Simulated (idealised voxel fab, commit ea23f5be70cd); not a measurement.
A process module follows: voxel self aligned vias.
Square cells of 5 nm make up the cross-section cut, whose width is 280 nm.
When this document writes out a cross-section, it uses a grid of square cells and lists it as bands, beginning at the top and moving down, with a band standing for one or more rows of cells.
The band entry comprises the height of the band's top followed by the height of its bottom, expressed in nm, and subsequently the band's materials from left to right, each stated together with its width in nm. Where a single material is marked with the word "all across", that material fills the band from edge to edge. The word "air" represents empty space.
Where do heights start? At 0: under that level the wafer as delivered is made of one material only. And the lowest band has no floor; it just carries on downward, as in "0..down".
With a width like "30 to 40", each row of cells in the band differs from the next by the same amount, the top row carrying the first number and the bottom row the second.
When a step is marked "all unchanged", none of the cells in the cross-section changed during that step.
Voids, fully enclosed: empty space of 8 cells or more with no open way to the top, each as width x height at its distance from the left edge, in nm
Heads up: the bit after the settings on a step's line is the simulator's remark on that step.
overlay nm: mask right of planned place by this much (step with mask). Neg. = left.
[The following list gives the planned process steps]
1. RECEIVE, material Si
2. CONFORMAL_DEP, material SiO2, thk nm 15
3. CONFORMAL_DEP, material SiCN, thk nm 5
4. DIRECTIONAL_DEP, material lowk, thk nm 30
5. MASKED_ETCH, tone open, mask id LINES, width nm 30, pitch nm 75, etch materials lowk, depth nm 30, overlay nm 0
6. CONFORMAL_DEP, material TiN, thk nm 5
7. FILL_DEP, material W, thk nm 10
8. CMP, height nm 50
9. SELECTIVE_ETCH, etch materials W Ru TiN, depth nm 10
10. FILL_DEP, material SiN, thk nm 10
11. CMP, height nm 50
12. DIRECTIONAL_DEP, material lowk, thk nm 20
13. MASKED_ETCH, tone open, mask id VIAS, width nm 50, etch materials lowk, depth nm 20, overlay nm 0
14. MASKED_ETCH, tone open, mask id VIAS, width nm 50, etch materials SiN, depth nm 10, overlay nm 0
15. CONFORMAL_DEP, material TiN, thk nm 5
16. FILL_DEP, material Ru, thk nm 5
17. CMP, height nm 70
18. CONFORMAL_DEP, material SiN, thk nm 5
[Account of the first of two wafers, which was processed as intended]
[Cross-section, incoming material, after step 1]
> 0..down  Si all across
> Voids, fully enclosed: none
[Wafer after step 2 (cross-section)]
> 15..0  SiO2 all across
> Beneath the level 0, the cross-section is identical to its previous state.
[Wafer after step 3 (cross-section)]
> 20..15  SiCN all across
> Beneath the level 15, the cross-section is identical to its previous state.
[Wafer after step 4 (cross-section)]
> 50..20  lowk all across
> Beneath the level 20, the cross-section is identical to its previous state.
[Wafer after step 5 (cross-section)]
> 50..20  85 lowk  30 air  45 lowk  30 air  90 lowk
> Beneath the level 20, the cross-section is identical to its previous state.
[Wafer after step 6 (cross-section)]
> 55..50  90 TiN  20 air  55 TiN  20 air  95 TiN
> 50..25  85 lowk  5 TiN  20 air  5 TiN  45 lowk  5 TiN  20 air  5 TiN  90 lowk
> 25..20  85 lowk  30 TiN  45 lowk  30 TiN  90 lowk
> Beneath the level 20, the cross-section is identical to its previous state.
[Wafer after step 7 (cross-section)]
> 65..55  W all across
> 55..50  90 TiN  20 W  55 TiN  20 W  95 TiN
> 50..25  85 lowk  5 TiN  20 W  5 TiN  45 lowk  5 TiN  20 W  5 TiN  90 lowk
> Beneath the level 25, the cross-section is identical to its previous state.
[Wafer after step 8 (cross-section)]
> 50..25  85 lowk  5 TiN  20 W  5 TiN  45 lowk  5 TiN  20 W  5 TiN  90 lowk
> Beneath the level 25, the cross-section is identical to its previous state.
[Wafer after step 9 (cross-section)]
> 50..40  85 lowk  30 air  45 lowk  30 air  90 lowk
> Beneath the level 40, the cross-section is identical to its previous state.
[Wafer after step 10 (cross-section)]
> 60..50  SiN all across
> 50..40  85 lowk  30 SiN  45 lowk  30 SiN  90 lowk
> Beneath the level 40, the cross-section is identical to its previous state.
[Wafer after step 11 (cross-section)]
> 50..40  85 lowk  30 SiN  45 lowk  30 SiN  90 lowk
> Beneath the level 40, the cross-section is identical to its previous state.
[Wafer after step 12 (cross-section)]
> 70..50  lowk all across
> Beneath the level 50, the cross-section is identical to its previous state.
[Wafer after step 13 (cross-section)]
> 70..50  75 lowk  50 air  155 lowk
> Beneath the level 50, the cross-section is identical to its previous state.
[Wafer after step 14 (cross-section)]
> 70..50  75 lowk  50 air  155 lowk
> 50..40  85 lowk  30 air  45 lowk  30 SiN  90 lowk
> Beneath the level 40, the cross-section is identical to its previous state.
[Wafer after step 15 (cross-section)]
> 75..70  80 TiN  40 air  160 TiN
> 70..55  75 lowk  5 TiN  40 air  5 TiN  155 lowk
> 55..50  75 lowk  15 TiN  20 air  15 TiN  155 lowk
> 50..45  85 lowk  5 TiN  20 air  5 TiN  45 lowk  30 SiN  90 lowk
> 45..40  85 lowk  30 TiN  45 lowk  30 SiN  90 lowk
> Beneath the level 40, the cross-section is identical to its previous state.
[Wafer after step 16 (cross-section)]
> 80..75  Ru all across
> 75..70  80 TiN  40 Ru  160 TiN
> 70..55  75 lowk  5 TiN  40 Ru  5 TiN  155 lowk
> 55..50  75 lowk  15 TiN  20 Ru  15 TiN  155 lowk
> 50..45  85 lowk  5 TiN  20 Ru  5 TiN  45 lowk  30 SiN  90 lowk
> Beneath the level 45, the cross-section is identical to its previous state.
[Wafer after step 17 (cross-section)]
> 70..55  75 lowk  5 TiN  40 Ru  5 TiN  155 lowk
> Beneath the level 55, the cross-section is identical to its previous state.
[Wafer after step 18 (cross-section)]
> 75..70  SiN all across
> Beneath the level 70, the cross-section is identical to its previous state.
[The second wafer: identical to the first at the outset and in its planned sequence, differing only in that one mistake was made during processing; up to and including step 12, its path is the first wafer's path]
[Second wafer profile in section, at the moment step 13 of the plan was meant to be complete]
> 70..50  75 lowk  50 air  155 lowk
> 50..40  75 lowk  10 air  30 SiN  10 air  35 lowk  30 SiN  90 lowk
> 40..30  75 lowk  10 air  5 TiN  20 W  5 TiN  10 air  35 lowk  5 TiN  20 W  5 TiN  90 lowk
> Beneath the level 30, the cross-section is identical to its previous state.
[Second wafer profile in section, at the moment step 14 of the plan was meant to be complete]
> 70..50  75 lowk  50 air  155 lowk
> 50..40  75 lowk  50 air  35 lowk  30 SiN  90 lowk
> Beneath the level 40, the cross-section is identical to its previous state.
[Second wafer profile in section, at the moment step 15 of the plan was meant to be complete]
> 75..70  80 TiN  40 air  160 TiN
> 70..50  75 lowk  5 TiN  40 air  5 TiN  155 lowk
> 50..45  75 lowk  5 TiN  40 air  5 TiN  35 lowk  30 SiN  90 lowk
> 45..40  75 lowk  50 TiN  35 lowk  30 SiN  90 lowk
> 40..30  75 lowk  15 TiN  20 W  15 TiN  35 lowk  5 TiN  20 W  5 TiN  90 lowk
> Beneath the level 30, the cross-section is identical to its previous state.
[Second wafer profile in section, at the moment step 16 of the plan was meant to be complete]
> 80..75  Ru all across
> 75..70  80 TiN  40 Ru  160 TiN
> 70..50  75 lowk  5 TiN  40 Ru  5 TiN  155 lowk
> 50..45  75 lowk  5 TiN  40 Ru  5 TiN  35 lowk  30 SiN  90 lowk
> Beneath the level 45, the cross-section is identical to its previous state.
[Second wafer profile in section, at the moment step 17 of the plan was meant to be complete]
> 70..50  75 lowk  5 TiN  40 Ru  5 TiN  155 lowk
> Beneath the level 50, the cross-section is identical to its previous state.
[Second wafer profile in section, at the moment step 18 of the plan was meant to be complete]
> 75..70  SiN all across
> Beneath the level 70, the cross-section is identical to its previous state.
Want to know what went wrong? the plan had its step 13 run twice
Once processing is complete, comparing cell counts shows that the second wafer has more or fewer of certain materials than the first: Ru +8; TiN +8; lowk -16
